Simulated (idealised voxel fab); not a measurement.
Process module under the name voxel spacer lines
The cross-section shown here is cut; it is 150 nm wide and divided into square cells measuring 5 nm on a side.
Reading order for cross-sections: top band down to bottom band. Underlying form: a grid of square cells. Band size: one or more rows of cells.
Per band: top height and bottom height in nm, followed by the left-to-right materials and their widths in nm; "all across" marks a single material spanning edge to edge, "air" marks empty space.
Height 0 is the level under which the wafer as received is all one material. The lowest band goes on downwards, as in "z 0 and below".
A two-number width, for instance "30..40", indicates that the width is equal to the first number in the top row of the band and to the second number in the bottom row, and that it changes by a constant amount per row of cells.
The cross-section has no changed cell in any step marked "no change occurred".
Entry "Fully enclosed voids" = empty spaces >= 8 cells with no open way to the top; each as width x height at distance, distance from left edge, all nm.
Note: text after step settings on the step line = simulator remark on that step.
For masked steps, "overlay nm" on the step line gives how far right of plan the mask actually lay; a minus sign means it lay to the left.
[So here's the lineup of process steps we planned]
| 1 | op RECEIVE | material Si |
| 2 | op CONFORMAL_DEP | material Al2O3 | thk nm 5 |
| 3 | op DIRECTIONAL_DEP | material SiN | thk nm 20 |
| 4 | op DIRECTIONAL_DEP | material aC | thk nm 20 |
| 5 | op PATTERN | tone cover | mask id MANDREL | material resist | width nm 25 | pitch nm 80 | thk nm 30 | overlay nm 0 |
| 6 | op DIRECTIONAL_ETCH | etch materials aC | depth nm 20 |
| 7 | op STRIP | etch materials resist |
| 8 | op CONFORMAL_DEP | material SiO2 | thk nm 15 |
| 9 | op DIRECTIONAL_ETCH | etch materials SiO2 | depth nm 15 |
| 10 | op STRIP | etch materials aC |
| 11 | op DIRECTIONAL_ETCH | etch materials SiN | depth nm 20 |
| 12 | op STRIP | etch materials SiO2 |
[First of two wafers, processed according to plan]
[Cross-section of the wafer as it came to us, i.e., already through step 1]
    z 0 and below: Si all across
    Fully enclosed voids: none
[Take a look at the wafer's cross-section after step 2]
    z 5 to 0: Al2O3 all across
    Under the height 0 nothing was changed.
[Take a look at the wafer's cross-section after step 3]
    z 25 to 5: SiN all across
    Under the height 5 nothing was changed.
[Take a look at the wafer's cross-section after step 4]
    z 45 to 25: aC all across
    Under the height 25 nothing was changed.
[Take a look at the wafer's cross-section after step 5]
    z 75 to 45: 20 of air / 25 of resist / 55 of air / 25 of resist / 25 of air
    Under the height 45 nothing was changed.
[Take a look at the wafer's cross-section after step 6]
    z 55 to 45: 20 of air / 25 of resist / 55 of air / 25 of resist / 25 of air
    z 45 to 25: 20 of air / 25 of aC / 55 of air / 25 of aC / 25 of air
    Under the height 25 nothing was changed.
[Take a look at the wafer's cross-section after step 7]
    z 45 to 25: 20 of air / 25 of aC / 55 of air / 25 of aC / 25 of air
    Under the height 25 nothing was changed.
[Take a look at the wafer's cross-section after step 8]
    z 60 to 45: 5 of air / 55 of SiO2 / 25 of air / 55 of SiO2 / 10 of air
    z 45 to 40: 5 of air / 15 of SiO2 / 25 of aC / 15 of SiO2 / 25 of air / 15 of SiO2 / 25 of aC / 15 of SiO2 / 10 of air
    z 40 to 25: 20 of SiO2 / 25 of aC / 55 of SiO2 / 25 of aC / 25 of SiO2
    Under the height 25 nothing was changed.
[Take a look at the wafer's cross-section after step 9]
    z 45 to 25: 5 of air / 15 of SiO2 / 25 of aC / 15 of SiO2 / 25 of air / 15 of SiO2 / 25 of aC / 15 of SiO2 / 10 of air
    Under the height 25 nothing was changed.
[Take a look at the wafer's cross-section after step 10]
    z 45 to 25: 5 of air / 15 of SiO2 / 25 of air / 15 of SiO2 / 25 of air / 15 of SiO2 / 25 of air / 15 of SiO2 / 10 of air
    Under the height 25 nothing was changed.
[Take a look at the wafer's cross-section after step 11]
    z 45 to 25: 5 of air / 15 of SiO2 / 25 of air / 15 of SiO2 / 25 of air / 15 of SiO2 / 25 of air / 15 of SiO2 / 10 of air
    z 25 to 5: 5 of air / 15 of SiN / 25 of air / 15 of SiN / 25 of air / 15 of SiN / 25 of air / 15 of SiN / 10 of air
    Under the height 5 nothing was changed.
[Take a look at the wafer's cross-section after step 12]
    z 25 to 5: 5 of air / 15 of SiN / 25 of air / 15 of SiN / 25 of air / 15 of SiN / 25 of air / 15 of SiN / 10 of air
    Under the height 5 nothing was changed.
[Wafer two. Identical start, identical plan. One mistake in execution. Identical history through step 4]
[Cross-sectional view of the second wafer at the intended end time of process step 5]
    z 75 to 45: 20 of resist / 25 of air / 55 of resist / 25 of air / 25 of resist
    Under the height 45 nothing was changed.
[Cross-sectional view of the second wafer at the intended end time of process step 6]
    z 55 to 45: 20 of resist / 25 of air / 55 of resist / 25 of air / 25 of resist
    z 45 to 25: 20 of aC / 25 of air / 55 of aC / 25 of air / 25 of aC
    Under the height 25 nothing was changed.
[Cross-sectional view of the second wafer at the intended end time of process step 7]
    z 45 to 25: 20 of aC / 25 of air / 55 of aC / 25 of air / 25 of aC
    Under the height 25 nothing was changed.
[Cross-sectional view of the second wafer at the intended end time of process step 8]
    z 60 to 45: SiO2 all across
    z 45 to 25: 20 of aC / 25 of SiO2 / 55 of aC / 25 of SiO2 / 25 of aC
    Under the height 25 nothing was changed.
[Cross-sectional view of the second wafer at the intended end time of process step 9]
    z 45 to 25: 20 of aC / 25 of SiO2 / 55 of aC / 25 of SiO2 / 25 of aC
    Under the height 25 nothing was changed.
[Cross-sectional view of the second wafer at the intended end time of process step 10]
    z 45 to 25: 20 of air / 25 of SiO2 / 55 of air / 25 of SiO2 / 25 of air
    Under the height 25 nothing was changed.
[Cross-sectional view of the second wafer at the intended end time of process step 11]
    z 45 to 25: 20 of air / 25 of SiO2 / 55 of air / 25 of SiO2 / 25 of air
    z 25 to 5: 20 of air / 25 of SiN / 55 of air / 25 of SiN / 25 of air
    Under the height 5 nothing was changed.
[Cross-sectional view of the second wafer at the intended end time of process step 12]
    z 25 to 5: 20 of air / 25 of SiN / 55 of air / 25 of SiN / 25 of air
    Under the height 5 nothing was changed.
Error vs. plan: rather than as planned, step 5 actually ran as op PATTERN | tone open | mask id MANDREL | material resist | width nm 25 | pitch nm 80 | thk nm 30 | overlay nm 0
Upon completion, the second wafer contains, in terms of cells, a greater or smaller amount of certain materials than the first wafer: SiN -8
